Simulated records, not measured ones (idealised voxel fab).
process module | voxel self aligned contacts
cross-section cut | 215 nm wide | cells 5 nm
A cross-section is a grid of square cells, given in bands from the top down. A band is one or more rows of cells.
Each band's line starts with the height of the band's top and of its bottom, in nm. Then come its materials from left to right, each with its width in nm. One material with "throughout" fills the band from edge to edge. "air" is empty space.
Height 0 is the level under which the wafer as received is all one material. The lowest band goes on downwards, as in "0 down".
A width such as "30 to 40" changes by the same amount from each row of cells to the next, from the band's top row to its bottom row.
"no change" after a step means that no cell of the cross-section changed.
closed voids: empty space of 8 cells or more with no open way to the top, each as width x height at its distance from the left edge, in nm
after a step's settings: what the simulator itself notes on the step
overlay nm, on a step with a mask: how far to the right of its planned place the mask lay; to the left if negative
plan
1 op RECEIVE | material Si
2 op OXIDIZE | depth nm 5
3 op DIRECTIONAL_DEP | material polySi | thk nm 25
4 op DIRECTIONAL_DEP | material SiN | thk nm 20
5 op DIRECTIONAL_DEP | material aC | thk nm 10
6 op PATTERN | tone cover | mask id GATE | material resist | width nm 25 | pitch nm 50 | thk nm 30 | overlay nm 0
7 op DIRECTIONAL_ETCH | etch materials aC | depth nm 10
8 op STRIP | etch materials resist
9 op DIRECTIONAL_ETCH | etch materials SiN | depth nm 20
10 op DIRECTIONAL_ETCH | etch materials polySi | depth nm 25
11 op STRIP | etch materials aC
12 op CONFORMAL_DEP | material SiN | thk nm 5
13 op DIRECTIONAL_ETCH | etch materials SiN | depth nm 5
14 op FILL_DEP | material SiO2 | thk nm 10
15 op CMP | height nm 50
16 op MASKED_ETCH | tone open | mask id CONTACT | width nm 35 | etch materials SiO2 | depth nm 55 | overlay nm 0
17 op CONFORMAL_DEP | material TiN | thk nm 5
18 op FILL_DEP | material Ru | thk nm 5
19 op CMP | height nm 50
20 op CONFORMAL_DEP | material SiN | thk nm 5
as received, after step 1
  0 down: Si throughout
  closed voids: none
first wafer at the end, as planned
  55 to 50: SiN throughout
  50 to 45: SiO2 90 | TiN 15 | Ru 5 | TiN 15 | SiO2 90
  45 to 25: SiO2 65 | SiN 35 | TiN 5 | Ru 5 | TiN 5 | SiN 35 | SiO2 65
  25 to 0: SiO2 65 | SiN 5 | polySi 25 | SiN 5 | TiN 5 | Ru 5 | TiN 5 | SiN 5 | polySi 25 | SiN 5 | SiO2 65
  0 to -5: SiO2 100 | TiN 15 | SiO2 100
  -5 down: Si throughout
  closed voids: none
second wafer at the end: like start, like plan, one mistake
  55 to 50: SiN throughout
  50 to 45: SiO2 90 | TiN 15 | Ru 5 | TiN 15 | SiO2 90
  45 to 25: SiO2 65 | SiN 35 | TiN 5 | Ru 5 | TiN 5 | SiN 35 | SiO2 65
  25 to 10: SiO2 65 | SiN 5 | polySi 25 | SiN 5 | TiN 5 | Ru 5 | TiN 5 | SiN 5 | polySi 25 | SiN 5 | SiO2 65
  10 to 5: SiO2 65 | SiN 5 | polySi 25 | SiN 5 | TiN 15 | SiN 5 | polySi 25 | SiN 5 | SiO2 65
  5 to 0: SiO2 65 | SiN 5 | polySi 25 | SiN 5 | SiO2 15 | SiN 5 | polySi 25 | SiN 5 | SiO2 65
  0 to -5: SiO2 throughout
  -5 down: Si throughout
  closed voids: none
what went wrong: step 16 ran as: op MASKED_ETCH | tone open | mask id CONTACT | width nm 35 | etch materials SiO2 | depth nm 45 | overlay nm 0
at the end the second wafer has, in cells: 2 fewer of Ru | 6 more of SiO2 | 4 fewer of TiN
